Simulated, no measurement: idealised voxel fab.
The process module presented herein is designated voxel trench capacitor.
Section cut is 160 nm wide and gridded with 5 nm square cells.
We lay out every cross-section as a grid of square cells and spell it out in bands from the top down, where one band means one or more rows of cells. This entry defines a band. It first specifies the height of the band's top and the height of its bottom in nm, and then specifies the band's materials from left to right, stating each material with its width in nm. The word "everywhere" identifies a single material that fills the band from edge to edge, while the word "air" identifies empty space. Beneath 0, the wafer as received is one material, and that level is where height counting begins. The lowest band goes on downward without a bottom; it is written like "0..down". With a width like "30 to 40", each row of cells in the band differs from the next by the same amount, the top row carrying the first number and the bottom row the second. "nothing altered" (step): cross-section cells unchanged, all of them. Any empty space of 8 cells or more lacking an open way to the top shows up in "Closed void catalog" as width x height at distance, distance from the left edge, in nm. Text after the settings on a step's line: the simulator's own remark on that step. "overlay nm", when on a step's line for a step with a mask, measures how far to the right of its planned place the mask lay; a negative measure means to the left.

Steps in the process plan
1) RECEIVE with material Si
2) CONFORMAL_DEP with material SiN, thk nm 5
3) PATTERN with tone open, mask id TRENCH, material resist, width nm 25, pitch nm 40, thk nm 15, overlay nm 0
4) DIRECTIONAL_ETCH with etch materials SiN, depth nm 5
5) DIRECTIONAL_ETCH with etch materials Si, depth nm 25
6) STRIP with etch materials resist
7) CONFORMAL_DEP with material Al2O3, thk nm 5
8) CONFORMAL_DEP with material TiN, thk nm 5
9) FILL_DEP with material W, thk nm 5
10) CMP with height nm 5

The cross-section here shows the wafer as received, i.e. in its state after step 1
  0..down | Si everywhere
  Closed void catalog: none

Here's the wafer cut in cross-section after the module, started and planned just like above, except one thing was done wrong in the run
  5..0 | 45 nm SiN; 5 nm TiN; 15 nm W; 5 nm TiN; 15 nm SiN; 5 nm TiN; 15 nm W; 5 nm TiN; 50 nm SiN
  0..-20 | 45 nm Si; 5 nm TiN; 15 nm W; 5 nm TiN; 15 nm Si; 5 nm TiN; 15 nm W; 5 nm TiN; 50 nm Si
  -20..-25 | 45 nm Si; 25 nm TiN; 15 nm Si; 25 nm TiN; 50 nm Si
  -25..down | Si everywhere
  Closed void catalog: none
Diagnosis: yeah, step 7 of the plan got skipped, never ran
